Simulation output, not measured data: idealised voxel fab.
process module | voxel spacer lines
cross-section cut | 260 nm wide | cells 5 nm
A cross-section is a grid of square cells, given in bands from the top down. A band is one or more rows of cells.
Each band's line starts with the height of the band's top and of its bottom, in nm. Then come its materials from left to right, each with its width in nm. One material with "throughout" fills the band from edge to edge. "air" is empty space.
Height 0 is the level under which the wafer as received is all one material. The lowest band goes on downwards, as in "0 down".
A width such as "30 to 40" changes by the same amount from each row of cells to the next, from the band's top row to its bottom row.
"no change" after a step means that no cell of the cross-section changed.
closed voids: empty space of 8 cells or more with no open way to the top, each as width x height at its distance from the left edge, in nm
after a step's settings: what the simulator itself notes on the step
overlay nm, on a step with a mask: how far to the right of its planned place the mask lay; to the left if negative
plan
1 op RECEIVE | material Si
2 op CONFORMAL_DEP | material SiO2 | thk nm 5
3 op DIRECTIONAL_DEP | material W | thk nm 15
4 op DIRECTIONAL_DEP | material polySi | thk nm 25
5 op PATTERN | tone cover | mask id MANDREL | material resist | width nm 25 | pitch nm 80 | thk nm 30 | overlay nm 0
6 op DIRECTIONAL_ETCH | etch materials polySi | depth nm 25
7 op STRIP | etch materials resist
8 op CONFORMAL_DEP | material SiN | thk nm 15
9 op DIRECTIONAL_ETCH | etch materials SiN | depth nm 15
10 op STRIP | etch materials polySi
11 op DIRECTIONAL_ETCH | etch materials W | depth nm 15
12 op STRIP | etch materials SiN
13 op FILL_DEP | material lowk | thk nm 5
14 op CMP | height nm 20
first wafer, as planned
as received, after step 1
  0 down: Si throughout
  closed voids: none
after step 2
  5 to 0: SiO2 throughout
  below 0: unchanged
after step 3
  20 to 5: W throughout
  below 5: unchanged
after step 4
  45 to 20: polySi throughout
  below 20: unchanged
after step 5
  75 to 45: air 75 | resist 25 | air 55 | resist 25 | air 80
  below 45: unchanged
after step 6
  75 to 45: air 75 | resist 25 | air 55 | resist 25 | air 80
  45 to 20: air 75 | polySi 25 | air 55 | polySi 25 | air 80
  below 20: unchanged
after step 7
  45 to 20: air 75 | polySi 25 | air 55 | polySi 25 | air 80
  below 20: unchanged
after step 8
  60 to 45: air 60 | SiN 55 | air 25 | SiN 55 | air 65
  45 to 35: air 60 | SiN 15 | polySi 25 | SiN 15 | air 25 | SiN 15 | polySi 25 | SiN 15 | air 65
  35 to 20: SiN 75 | polySi 25 | SiN 55 | polySi 25 | SiN 80
  below 20: unchanged
after step 9
  45 to 20: air 60 | SiN 15 | polySi 25 | SiN 15 | air 25 | SiN 15 | polySi 25 | SiN 15 | air 65
  below 20: unchanged
after step 10
  45 to 20: air 60 | SiN 15 | air 25 | SiN 15 | air 25 | SiN 15 | air 25 | SiN 15 | air 65
  below 20: unchanged
after step 11
  45 to 20: air 60 | SiN 15 | air 25 | SiN 15 | air 25 | SiN 15 | air 25 | SiN 15 | air 65
  20 to 5: air 60 | W 15 | air 25 | W 15 | air 25 | W 15 | air 25 | W 15 | air 65
  below 5: unchanged
after step 12
  20 to 5: air 60 | W 15 | air 25 | W 15 | air 25 | W 15 | air 25 | W 15 | air 65
  below 5: unchanged
after step 13
  25 to 20: lowk throughout
  20 to 5: lowk 60 | W 15 | lowk 25 | W 15 | lowk 25 | W 15 | lowk 25 | W 15 | lowk 65
  below 5: unchanged
after step 14
  20 to 5: lowk 60 | W 15 | lowk 25 | W 15 | lowk 25 | W 15 | lowk 25 | W 15 | lowk 65
  below 5: unchanged
second wafer: like start, like plan, one mistake. Through step 4 it matches the first wafer
when step 5 should have ended
  75 to 45: air 75 | resist 30 | air 50 | resist 30 | air 75
  below 45: unchanged
when step 6 should have ended
  75 to 45: air 75 | resist 30 | air 50 | resist 30 | air 75
  45 to 20: air 75 | polySi 30 | air 50 | polySi 30 | air 75
  below 20: unchanged
when step 7 should have ended
  45 to 20: air 75 | polySi 30 | air 50 | polySi 30 | air 75
  below 20: unchanged
when step 8 should have ended
  60 to 45: air 60 | SiN 60 | air 20 | SiN 60 | air 60
  45 to 35: air 60 | SiN 15 | polySi 30 | SiN 15 | air 20 | SiN 15 | polySi 30 | SiN 15 | air 60
  35 to 20: SiN 75 | polySi 30 | SiN 50 | polySi 30 | SiN 75
  below 20: unchanged
when step 9 should have ended
  45 to 20: air 60 | SiN 15 | polySi 30 | SiN 15 | air 20 | SiN 15 | polySi 30 | SiN 15 | air 60
  below 20: unchanged
when step 10 should have ended
  45 to 20: air 60 | SiN 15 | air 30 | SiN 15 | air 20 | SiN 15 | air 30 | SiN 15 | air 60
  below 20: unchanged
when step 11 should have ended
  45 to 20: air 60 | SiN 15 | air 30 | SiN 15 | air 20 | SiN 15 | air 30 | SiN 15 | air 60
  20 to 5: air 60 | W 15 | air 30 | W 15 | air 20 | W 15 | air 30 | W 15 | air 60
  below 5: unchanged
when step 12 should have ended
  20 to 5: air 60 | W 15 | air 30 | W 15 | air 20 | W 15 | air 30 | W 15 | air 60
  below 5: unchanged
when step 13 should have ended
  25 to 20: lowk throughout
  20 to 5: lowk 60 | W 15 | lowk 30 | W 15 | lowk 20 | W 15 | lowk 30 | W 15 | lowk 60
  below 5: unchanged
when step 14 should have ended
  20 to 5: lowk 60 | W 15 | lowk 30 | W 15 | lowk 20 | W 15 | lowk 30 | W 15 | lowk 60
  below 5: unchanged
what went wrong: step 5 ran as: op PATTERN | tone cover | mask id MANDREL | material resist | width nm 30 | pitch nm 80 | thk nm 30 | overlay nm 0
at the end the second wafer has, in cells: as many of each material as the first, in other places
